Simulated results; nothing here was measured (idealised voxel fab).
You're looking at the process module voxel gate over fins.
Pictured: cross-section cut, 280 nm wide, on a grid of 5 nm square cells.
In what follows, cross-sections appear as grids of square cells, described through bands that run from the top down, where every band is one or more rows of cells. Band entry format. Leading values: height of top, height of bottom, nm. Remainder: materials in left-to-right order, each with its width in nm. Special words: "everywhere" on a single material, which then fills the band edge to edge; "blank", empty space. The reference from which all heights are counted is 0, the level beneath which the as-received wafer is entirely one material; the lowest band, having no lower bound, proceeds downward and is written after the example "0 -> down". It should be noted that a width expressed as "30 to 40" varies in equal increments from row to row of cells within the band, taking the value of the first number at the top row and that of the second number at the bottom row. Step marked "remained the same"? Then no cell in the cross-section changed in it. Closed-off voids of 8+ cells (no open route to the top) go in "Fully enclosed voids", written width x height at distance from the left edge, in nm. Whatever follows a step's settings on its line is a remark the simulator itself makes about that step. "overlay nm" on a masked step: distance the mask lay right of its planned place, negative for left.
Process steps - plan
1: RECEIVE,material Si
2: CONFORMAL_DEP,material SiN,thk nm 5
3: PATTERN,tone cover,mask id FINS,material resist,width nm 15,pitch nm 55,thk nm 15,overlay nm 0
4: DIRECTIONAL_ETCH,etch materials SiN,depth nm 5
5: DIRECTIONAL_ETCH,etch materials Si,depth nm 35
6: STRIP,etch materials resist
7: OXIDIZE,depth nm 5
8: FILL_DEP,material SiO2,thk nm 15
9: CMP,height nm 5
10: DIRECTIONAL_DEP,material aC,thk nm 10
11: PATTERN,tone open,mask id RAIL,material resist,width nm 15,thk nm 25,overlay nm 0
12: DIRECTIONAL_ETCH,etch materials aC,depth nm 10
13: STRIP,etch materials resist
14: DIRECTIONAL_ETCH,etch materials SiO2,depth nm 35
15: STRIP,etch materials aC
16: CONFORMAL_DEP,material TiN,thk nm 5
17: FILL_DEP,material W,thk nm 5
18: CMP,height nm 5
19: SELECTIVE_ETCH,etch materials W Ru TiN,depth nm 25
20: FILL_DEP,material SiO2,thk nm 5
21: CMP,height nm 5
22: SELECTIVE_ETCH,etch materials SiO2,depth nm 15
23: STRIP,etch materials SiN
24: CONFORMAL_DEP,material HfO2,thk nm 5
25: CONFORMAL_DEP,material TiN,thk nm 5
26: CONFORMAL_DEP,material TiAl,thk nm 5
27: CONFORMAL_DEP,material TiN,thk nm 5
28: FILL_DEP,material W,thk nm 15
29: CMP,height nm 30
30: CONFORMAL_DEP,material SiN,thk nm 5
Wafer at receipt (post step 1), cross-section
* 0 -> down | Si everywhere
* Fully enclosed voids: none
Module complete - cross-section of the first of two wafers, run according to plan
* 35 -> 30 | SiN everywhere
* 30 -> 20 | W everywhere
* 20 -> 15 | 60 nm W | 45 nm TiN | 10 nm W | 45 nm TiN | 10 nm W | 45 nm TiN | 65 nm W
* 15 -> 10 | 60 nm W | 5 nm TiN | 35 nm TiAl | 5 nm TiN | 10 nm W | 5 nm TiN | 35 nm TiAl | 5 nm TiN | 10 nm W | 5 nm TiN | 35 nm TiAl | 5 nm TiN | 65 nm W
* 10 -> 5 | 65 nm TiN | 5 nm TiAl | 25 nm TiN | 5 nm TiAl | 20 nm TiN | 5 nm TiAl | 25 nm TiN | 5 nm TiAl | 20 nm TiN | 5 nm TiAl | 25 nm TiN | 5 nm TiAl | 70 nm TiN
* 5 -> 0 | 70 nm TiAl | 5 nm TiN | 15 nm HfO2 | 5 nm TiN | 30 nm TiAl | 5 nm TiN | 15 nm HfO2 | 5 nm TiN | 30 nm TiAl | 5 nm TiN | 15 nm HfO2 | 5 nm TiN | 75 nm TiAl
* 0 -> -5 | 75 nm TiN | 5 nm HfO2 | 5 nm Si | 5 nm HfO2 | 40 nm TiN | 5 nm HfO2 | 5 nm Si | 5 nm HfO2 | 40 nm TiN | 5 nm HfO2 | 5 nm Si | 5 nm HfO2 | 80 nm TiN
* -5 -> -10 | 80 nm HfO2 | 5 nm Si | 50 nm HfO2 | 5 nm Si | 50 nm HfO2 | 5 nm Si | 85 nm HfO2
* -10 -> -20 | 80 nm SiO2 | 5 nm Si | 50 nm SiO2 | 5 nm Si | 50 nm SiO2 | 5 nm Si | 85 nm SiO2
* -20 -> -25 | 80 nm SiO2 | 5 nm Si | 15 nm SiO2 | 5 nm TiN | 5 nm W | 5 nm TiN | 20 nm SiO2 | 5 nm Si | 50 nm SiO2 | 5 nm Si | 85 nm SiO2
* -25 -> -30 | 80 nm SiO2 | 5 nm Si | 15 nm SiO2 | 15 nm TiN | 20 nm SiO2 | 5 nm Si | 50 nm SiO2 | 5 nm Si | 85 nm SiO2
* -30 -> -40 | 80 nm SiO2 | 5 nm Si | 50 nm SiO2 | 5 nm Si | 50 nm SiO2 | 5 nm Si | 85 nm SiO2
* -40 -> down | Si everywhere
* Fully enclosed voids: none
What the second wafer looks like in cross-section once the module is done. Its start and its plan matched the first wafer's exactly; what differed was one mistake in how it was run
* 35 -> 30 | SiN everywhere
* 30 -> 20 | W everywhere
* 20 -> 15 | TiN everywhere
* 15 -> 10 | TiAl everywhere
* 10 -> 5 | 80 nm TiN | 5 nm TiAl | 50 nm TiN | 5 nm TiAl | 50 nm TiN | 5 nm TiAl | 85 nm TiN
* 5 -> 0 | 75 nm HfO2 | 5 nm TiN | 5 nm TiAl | 5 nm TiN | 40 nm HfO2 | 5 nm TiN | 5 nm TiAl | 5 nm TiN | 40 nm HfO2 | 5 nm TiN | 5 nm TiAl | 5 nm TiN | 80 nm HfO2
* 0 -> -5 | 70 nm Si | 5 nm HfO2 | 15 nm TiN | 5 nm HfO2 | 30 nm Si | 5 nm HfO2 | 15 nm TiN | 5 nm HfO2 | 30 nm Si | 5 nm HfO2 | 15 nm TiN | 5 nm HfO2 | 75 nm Si
* -5 -> -10 | 70 nm Si | 25 nm HfO2 | 30 nm Si | 25 nm HfO2 | 30 nm Si | 25 nm HfO2 | 75 nm Si
* -10 -> -40 | 70 nm Si | 25 nm SiO2 | 30 nm Si | 25 nm SiO2 | 30 nm Si | 25 nm SiO2 | 75 nm Si
* -40 -> down | Si everywhere
* Fully enclosed voids: none
Deviation from plan: step 3 off recipe, ran as PATTERN,tone open,mask id FINS,material resist,width nm 15,pitch nm 55,thk nm 15,overlay nm 0
Final comparison by cell count, materials where the second wafer has more or fewer than the first: 304 more of Si | 222 fewer of SiO2 | 6 fewer of TiAl | 17 fewer of TiN | 59 fewer of W
